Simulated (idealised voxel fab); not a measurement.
Process module in this document: voxel transistor to metal
180 nm wide, 5 nm square cells: that's cross-section cut.
When this document writes out a cross-section, it uses a grid of square cells and lists it as bands, beginning at the top and moving down, with a band standing for one or more rows of cells.
The entry gives the band's vertical extent as a top height and a bottom height in nm, then its horizontal make-up as materials from left to right, each with a width in nm. "air" stands for empty space; a single material marked "all across" fills the band edge to edge.
Heads up on the height convention: 0 is the point under which the incoming wafer is all one material, and the lowest band has no bottom, it just keeps going down, like "z 0 and below".
Quick explanation for "30 to 40": the width changes in equal steps down the rows of cells, from the first number in the band's top row to the second number in its bottom row.
What does "remained unchanged" mean for a step? It means no cell of the cross-section changed in that step.
Basically, "Sealed void list" tells you about the enclosed voids: empty spaces with no open way to the top, 8 cells or bigger, each written width x height at distance, where distance is from the left edge, all in nm.
Step line, after settings: the simulator's comment on this step.
The "overlay nm" setting may appear on a step's line; for a step that uses a mask, it gives how far to the right of its planned position the mask lay, and a negative value indicates the left.
### The steps planned for the process are as follows
- 1: RECEIVE,material Si
- 2: CONFORMAL_DEP,material SiO2,thk nm 5
- 3: CONFORMAL_DEP,material SiN,thk nm 15
- 4: MASKED_ETCH,tone cover,mask id ACTIVE,width nm 100,etch materials SiN,depth nm 15,overlay nm 0
- 5: MASKED_ETCH,tone cover,mask id ACTIVE,width nm 100,etch materials SiO2,depth nm 5,overlay nm 0
- 6: MASKED_ETCH,tone cover,mask id ACTIVE,width nm 100,etch materials Si,depth nm 20,overlay nm 0
- 7: OXIDIZE,depth nm 5
- 8: FILL_DEP,material SiO2,thk nm 10
- 9: CMP,height nm 20
- 10: SELECTIVE_ETCH,etch materials SiO2,depth nm 10
- 11: STRIP,etch materials SiN
- 12: SELECTIVE_ETCH,etch materials SiO2,depth nm 5
- 13: OXIDIZE,depth nm 5
- 14: DIRECTIONAL_DEP,material polySi,thk nm 25
- 15: DIRECTIONAL_DEP,material SiCN,thk nm 10
- 16: DIRECTIONAL_DEP,material aC,thk nm 10
- 17: PATTERN,tone cover,mask id GATE,material resist,width nm 20,thk nm 30,overlay nm 0
- 18: DIRECTIONAL_ETCH,etch materials aC,depth nm 10
- 19: STRIP,etch materials resist
- 20: DIRECTIONAL_ETCH,etch materials SiCN,depth nm 20
- 21: DIRECTIONAL_ETCH,etch materials polySi,depth nm 35
- 22: STRIP,etch materials aC
- 23: CONFORMAL_DEP,material SiN,thk nm 10
- 24: DIRECTIONAL_ETCH,etch materials SiN,depth nm 10
- 25: DIRECTIONAL_ETCH,etch materials SiO2,depth nm 5
- 26: DIRECTIONAL_ETCH,etch materials Si,depth nm 10
- 27: EPI,material nSi,thk nm 10
- 28: FILL_DEP,material SiO2,thk nm 5
- 29: CMP,height nm 35
- 30: DIRECTIONAL_DEP,material SiO2,thk nm 15
- 31: MASKED_ETCH,tone open,mask id CONTACT,width nm 20,pitch nm 70,etch materials SiO2,depth nm 55,overlay nm 0
- 32: CONFORMAL_DEP,material TiN,thk nm 5
- 33: FILL_DEP,material W,thk nm 5
- 34: CMP,height nm 50
- 35: DIRECTIONAL_DEP,material TiN,thk nm 5
- 36: DIRECTIONAL_DEP,material Ru,thk nm 20
- 37: MASKED_ETCH,tone cover,mask id METAL_1,width nm 20,pitch nm 70,etch materials Ru,depth nm 20,overlay nm 0
- 38: MASKED_ETCH,tone cover,mask id METAL_1,width nm 20,pitch nm 70,etch materials TiN,depth nm 5,overlay nm 0
- 39: FILL_DEP,material lowk,thk nm 10
- 40: CMP,height nm 75
- 41: CONFORMAL_DEP,material SiCN,thk nm 5
- 42: DIRECTIONAL_DEP,material lowk,thk nm 30
- 43: DIRECTIONAL_DEP,material aC,thk nm 10
- 44: PATTERN,tone open,mask id METAL_2_HOLES,material resist,width nm 15,pitch nm 70,thk nm 30,overlay nm 0
- 45: DIRECTIONAL_ETCH,etch materials aC,depth nm 10
- 46: STRIP,etch materials resist
- 47: DIRECTIONAL_ETCH,etch materials lowk,depth nm 30
- 48: STRIP,etch materials aC
- 49: PATTERN,tone open,mask id METAL_2,material resist,width nm 20,pitch nm 70,thk nm 20,overlay nm 0
- 50: DIRECTIONAL_ETCH,etch materials lowk,depth nm 15
- 51: DIRECTIONAL_ETCH,etch materials SiCN,depth nm 5
- 52: STRIP,etch materials resist
- 53: CONFORMAL_DEP,material TiN,thk nm 5
- 54: FILL_DEP,material Ru,thk nm 5
- 55: CMP,height nm 110
- 56: CONFORMAL_DEP,material SiN,thk nm 5
### As-received state of the wafer in cross-section, equivalent to post-step 1
> z 0 and below: Si all across
> Sealed void list: none
### Looking at the first of two wafers in cross-section at end of module - ran to plan
> z 115 to 110: SiN all across
> z 110 to 100: lowk (45) | TiN (5) | Ru (10) | TiN (5) | lowk (50) | TiN (5) | Ru (10) | TiN (5) | lowk (45)
> z 100 to 95: lowk (45) | TiN (5) | Ru (5) | TiN (10) | lowk (50) | TiN (5) | Ru (5) | TiN (10) | lowk (45)
> z 95 to 80: lowk (45) | TiN (5) | Ru (5) | TiN (5) | lowk (55) | TiN (5) | Ru (5) | TiN (5) | lowk (50)
> z 80 to 75: SiCN (45) | TiN (15) | SiCN (55) | TiN (15) | SiCN (50)
> z 75 to 55: lowk (45) | Ru (20) | lowk (50) | Ru (20) | lowk (45)
> z 55 to 50: lowk (45) | TiN (20) | lowk (50) | TiN (20) | lowk (45)
> z 50 to 35: SiO2 (45) | TiN (5) | W (10) | TiN (5) | SiO2 (50) | TiN (5) | W (10) | TiN (5) | SiO2 (45)
> z 35 to 25: SiO2 (45) | TiN (5) | W (10) | TiN (5) | SiO2 (5) | SiN (10) | SiCN (20) | SiN (10) | SiO2 (5) | TiN (5) | W (10) | TiN (5) | SiO2 (45)
> z 25 to 10: SiO2 (45) | TiN (5) | W (10) | TiN (5) | SiO2 (5) | SiN (10) | polySi (20) | SiN (10) | SiO2 (5) | TiN (5) | W (10) | TiN (5) | SiO2 (45)
> z 10 to 5: SiO2 (45) | TiN (5) | W (5) | TiN (10) | SiO2 (5) | SiN (10) | polySi (20) | SiN (10) | SiO2 (5) | TiN (10) | W (5) | TiN (5) | SiO2 (45)
> z 5 to 0: SiO2 (35) | SiN (10) | TiN (5) | W (5) | TiN (5) | nSi (10) | SiN (10) | polySi (20) | SiN (10) | nSi (10) | TiN (5) | W (5) | TiN (5) | SiN (10) | SiO2 (35)
> z 0 to -5: SiO2 (45) | TiN (15) | nSi (10) | SiO2 (40) | nSi (10) | TiN (15) | SiO2 (45)
> z -5 to -15: SiO2 (45) | nSi (25) | Si (40) | nSi (25) | SiO2 (45)
> z -15 to -25: SiO2 (45) | Si (90) | SiO2 (45)
> z -25 and below: Si all across
> Sealed void list: none
### Cross-sectional view of the second of two wafers upon completion of the module. This wafer shared its starting condition and process plan with the first; one error was made during its execution
> z 115 to 110: SiN all across
> z 110 to 100: lowk (45) | TiN (5) | Ru (10) | TiN (5) | lowk (50) | TiN (5) | Ru (10) | TiN (5) | lowk (45)
> z 100 to 95: lowk (45) | TiN (5) | Ru (5) | TiN (10) | lowk (50) | TiN (5) | Ru (5) | TiN (10) | lowk (45)
> z 95 to 80: lowk (45) | TiN (5) | Ru (5) | TiN (5) | lowk (55) | TiN (5) | Ru (5) | TiN (5) | lowk (50)
> z 80 to 75: SiCN (45) | TiN (15) | SiCN (55) | TiN (15) | SiCN (50)
> z 75 to 55: lowk (45) | Ru (20) | lowk (50) | Ru (20) | lowk (45)
> z 55 to 50: lowk (45) | TiN (20) | lowk (50) | TiN (20) | lowk (45)
> z 50 to 35: SiO2 (45) | TiN (5) | W (10) | TiN (5) | SiO2 (50) | TiN (5) | W (10) | TiN (5) | SiO2 (45)
> z 35 to 25: SiO2 (45) | TiN (5) | W (10) | TiN (5) | SiO2 (5) | SiN (10) | SiCN (20) | SiN (10) | SiO2 (5) | TiN (5) | W (10) | TiN (5) | SiO2 (45)
> z 25 to 10: SiO2 (45) | TiN (5) | W (10) | TiN (5) | SiO2 (5) | SiN (10) | polySi (20) | SiN (10) | SiO2 (5) | TiN (5) | W (10) | TiN (5) | SiO2 (45)
> z 10 to 5: SiO2 (45) | TiN (5) | W (5) | TiN (10) | SiO2 (5) | SiN (10) | polySi (20) | SiN (10) | SiO2 (5) | TiN (10) | W (5) | TiN (5) | SiO2 (45)
> z 5 to 0: SiO2 (35) | SiN (10) | TiN (5) | W (5) | TiN (5) | nSi (10) | SiN (10) | polySi (20) | SiN (10) | nSi (10) | TiN (5) | W (5) | TiN (5) | SiN (10) | SiO2 (35)
> z 0 to -5: SiO2 (45) | TiN (15) | nSi (10) | SiO2 (40) | nSi (10) | TiN (15) | SiO2 (45)
> z -5 to -15: SiO2 (45) | nSi (25) | Si (40) | nSi (25) | SiO2 (45)
> z -15 and below: Si all across
> Sealed void list: none
Processing error: step 6 did not use the planned setting and instead ran as MASKED_ETCH,tone cover,mask id ACTIVE,width nm 100,etch materials Si,depth nm 10,overlay nm 0
Final wafer comparison in cells, second versus first, more or fewer per material: +36 Si, -36 SiO2
